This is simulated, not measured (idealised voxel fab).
process module | voxel released beams
cross-section cut | 180 nm wide | cells 5 nm
A cross-section is a grid of square cells, given in bands from the top down. A band is one or more rows of cells.
Each band's line starts with the height of the band's top and of its bottom, in nm. Then come its materials from left to right, each with its width in nm. One material with "throughout" fills the band from edge to edge. "air" is empty space.
Height 0 is the level under which the wafer as received is all one material. The lowest band goes on downwards, as in "0 down".
A width such as "30 to 40" changes by the same amount from each row of cells to the next, from the band's top row to its bottom row.
"no change" after a step means that no cell of the cross-section changed.
closed voids: empty space of 8 cells or more with no open way to the top, each as width x height at its distance from the left edge, in nm
after a step's settings: what the simulator itself notes on the step
overlay nm, on a step with a mask: how far to the right of its planned place the mask lay; to the left if negative
plan
1 op RECEIVE | material Si
2 op CONFORMAL_DEP | material Al2O3 | thk nm 5
3 op DIRECTIONAL_DEP | material SiO2 | thk nm 15
4 op DIRECTIONAL_DEP | material aC | thk nm 15
5 op PATTERN | tone open | mask id ANCHOR | material resist | width nm 30 | thk nm 35 | overlay nm 0
6 op DIRECTIONAL_ETCH | etch materials aC | depth nm 15
7 op STRIP | etch materials resist
8 op DIRECTIONAL_ETCH | etch materials SiO2 | depth nm 15
9 op STRIP | etch materials aC
10 op CONFORMAL_DEP | material polySi | thk nm 10
11 op MASKED_ETCH | tone cover | mask id BEAM | width nm 80 | etch materials polySi | depth nm 10 | overlay nm 0
12 op STRIP | etch materials SiO2
first wafer, as planned
as received, after step 1
  0 down: Si throughout
  closed voids: none
after step 2
  5 to 0: Al2O3 throughout
  below 0: unchanged
after step 3
  20 to 5: SiO2 throughout
  below 5: unchanged
after step 4
  35 to 20: aC throughout
  below 20: unchanged
after step 5
  70 to 35: resist 50 | air 30 | resist 100
  below 35: unchanged
after step 6
  55 to 35: resist 50 | air 30 | resist 100
  35 to 20: aC 50 | air 30 | aC 100
  below 20: unchanged
after step 7
  35 to 20: aC 50 | air 30 | aC 100
  below 20: unchanged
after step 8
  35 to 20: aC 50 | air 30 | aC 100
  20 to 5: SiO2 50 | air 30 | SiO2 100
  below 5: unchanged
after step 9
  20 to 5: SiO2 50 | air 30 | SiO2 100
  below 5: unchanged
after step 10
  30 to 20: polySi 60 | air 10 | polySi 110
  20 to 15: SiO2 50 | polySi 10 | air 10 | polySi 10 | SiO2 100
  15 to 5: SiO2 50 | polySi 30 | SiO2 100
  below 5: unchanged
after step 11
  30 to 20: air 45 | polySi 15 | air 10 | polySi 55 | air 55
  below 20: unchanged
after step 12
  30 to 20: air 45 | polySi 15 | air 10 | polySi 55 | air 55
  20 to 15: air 50 | polySi 10 | air 10 | polySi 10 | air 100
  15 to 5: air 50 | polySi 30 | air 100
  below 5: unchanged
second wafer: like start, like plan, one mistake. Through step 2 it matches the first wafer
when step 3 should have ended
  15 to 5: SiO2 throughout
  below 5: unchanged
when step 4 should have ended
  30 to 15: aC throughout
  below 15: unchanged
when step 5 should have ended
  65 to 30: resist 50 | air 30 | resist 100
  below 30: unchanged
when step 6 should have ended
  50 to 30: resist 50 | air 30 | resist 100
  30 to 15: aC 50 | air 30 | aC 100
  below 15: unchanged
when step 7 should have ended
  30 to 15: aC 50 | air 30 | aC 100
  below 15: unchanged
when step 8 should have ended
  30 to 15: aC 50 | air 30 | aC 100
  15 to 5: SiO2 50 | air 30 | SiO2 100
  below 5: unchanged
when step 9 should have ended
  15 to 5: SiO2 50 | air 30 | SiO2 100
  below 5: unchanged
when step 10 should have ended
  25 to 15: polySi 60 | air 10 | polySi 110
  15 to 5: SiO2 50 | polySi 30 | SiO2 100
  below 5: unchanged
when step 11 should have ended
  25 to 15: air 45 | polySi 15 | air 10 | polySi 55 | air 55
  below 15: unchanged
when step 12 should have ended
  25 to 15: air 45 | polySi 15 | air 10 | polySi 55 | air 55
  15 to 5: air 50 | polySi 30 | air 100
  below 5: unchanged
what went wrong: step 3 ran as: op DIRECTIONAL_DEP | material SiO2 | thk nm 10
at the end the second wafer has, in cells: 4 fewer of polySi
